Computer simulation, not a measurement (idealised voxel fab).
Title: Process Module voxel quadruple lines
For reference, the cross-section in this document is cut, with width 290 nm and square cells of 5 nm.
Cross-section spec: square-cell grid; bands listed top down; each band is one or more rows.
Heights first: top, then bottom, in nm. Then materials, left to right, each with a width in nm. "everywhere" on a single material: fills the band edge to edge. "blank": empty space.
Heights are measured from 0, the level below which the as-received wafer is all one material; the lowest band has no bottom and continues downward, written as in "0 -> down".
Think of "30..40" as a width that walks from the first number to the second as you go down the band, top row to bottom row, taking equal-sized steps from row to row.
Step note "no modifications" = no cross-section cell changed.
This entry, "Closed internal voids", enumerates those empty regions of no fewer than 8 cells that possess no open connection to the top. Each region is reported in the form width x height at distance, the distance being taken from the left edge, with all three quantities expressed in nm.
Read whatever lies past the settings on a step's line as the simulator's own remark about the step.
overlay nm: mask offset rightward from planned place, masked step; negative means leftward offset.
These are the steps we planned for the process:
| 1 | RECEIVE with material Si |
| 2 | CONFORMAL_DEP with material Al2O3, thk nm 10 |
| 3 | DIRECTIONAL_DEP with material Ru, thk nm 15 |
| 4 | DIRECTIONAL_DEP with material polySi, thk nm 20 |
| 5 | DIRECTIONAL_DEP with material aC, thk nm 20 |
| 6 | PATTERN with tone cover, mask id MANDREL, material resist, width nm 15, thk nm 30, overlay nm 0 |
| 7 | DIRECTIONAL_ETCH with etch materials aC, depth nm 20 |
| 8 | STRIP with etch materials resist |
| 9 | CONFORMAL_DEP with material SiO2, thk nm 15 |
| 10 | DIRECTIONAL_ETCH with etch materials SiO2, depth nm 15 |
| 11 | STRIP with etch materials aC |
| 12 | DIRECTIONAL_ETCH with etch materials polySi, depth nm 20 |
| 13 | STRIP with etch materials SiO2 |
| 14 | CONFORMAL_DEP with material SiN, thk nm 5 |
| 15 | DIRECTIONAL_ETCH with etch materials SiN, depth nm 5 |
| 16 | STRIP with etch materials polySi |
| 17 | DIRECTIONAL_ETCH with etch materials Ru, depth nm 15 |
| 18 | STRIP with etch materials SiN |
| 19 | FILL_DEP with material lowk, thk nm 5 |
| 20 | CMP with height nm 25 |
The wafers are alike at the start. At step 6, their width nm differs. The plan lists the first wafer's value.
Cross-section of the first incoming wafer of several, state after step 1:
  0 -> down = Si everywhere
  Closed internal voids: none
Cross-section, first of several wafers, end of module, after last step 20:
  25 -> 10 = lowk 115 | Ru 5 | lowk 15 | Ru 5 | lowk 5 | Ru 5 | lowk 15 | Ru 5 | lowk 120
  10 -> 0 = Al2O3 everywhere
  0 -> down = Si everywhere
  Closed internal voids: none
Cross-sectional view of the final wafer of several at the module's end:
  25 -> 10 = lowk 105 | Ru 5 | lowk 15 | Ru 5 | lowk 30 | Ru 5 | lowk 15 | Ru 5 | lowk 105
  10 -> 0 = Al2O3 everywhere
  0 -> down = Si everywhere
  Closed internal voids: none
Gained (+) or lost (-) cells of each material since receipt, then closed voids: one row per wafer, at the end of the module:
width nm 15; +116 Al2O3; +12 Ru; +162 lowk; Closed internal voids: none
width nm 20; +116 Al2O3; +12 Ru; +162 lowk; Closed internal voids: none
width nm 25; +116 Al2O3; +12 Ru; +162 lowk; Closed internal voids: none
width nm 30; +116 Al2O3; +12 Ru; +162 lowk; Closed internal voids: none
width nm 35; +116 Al2O3; +12 Ru; +162 lowk; Closed internal voids: none
width nm 40; +116 Al2O3; +12 Ru; +162 lowk; Closed internal voids: none
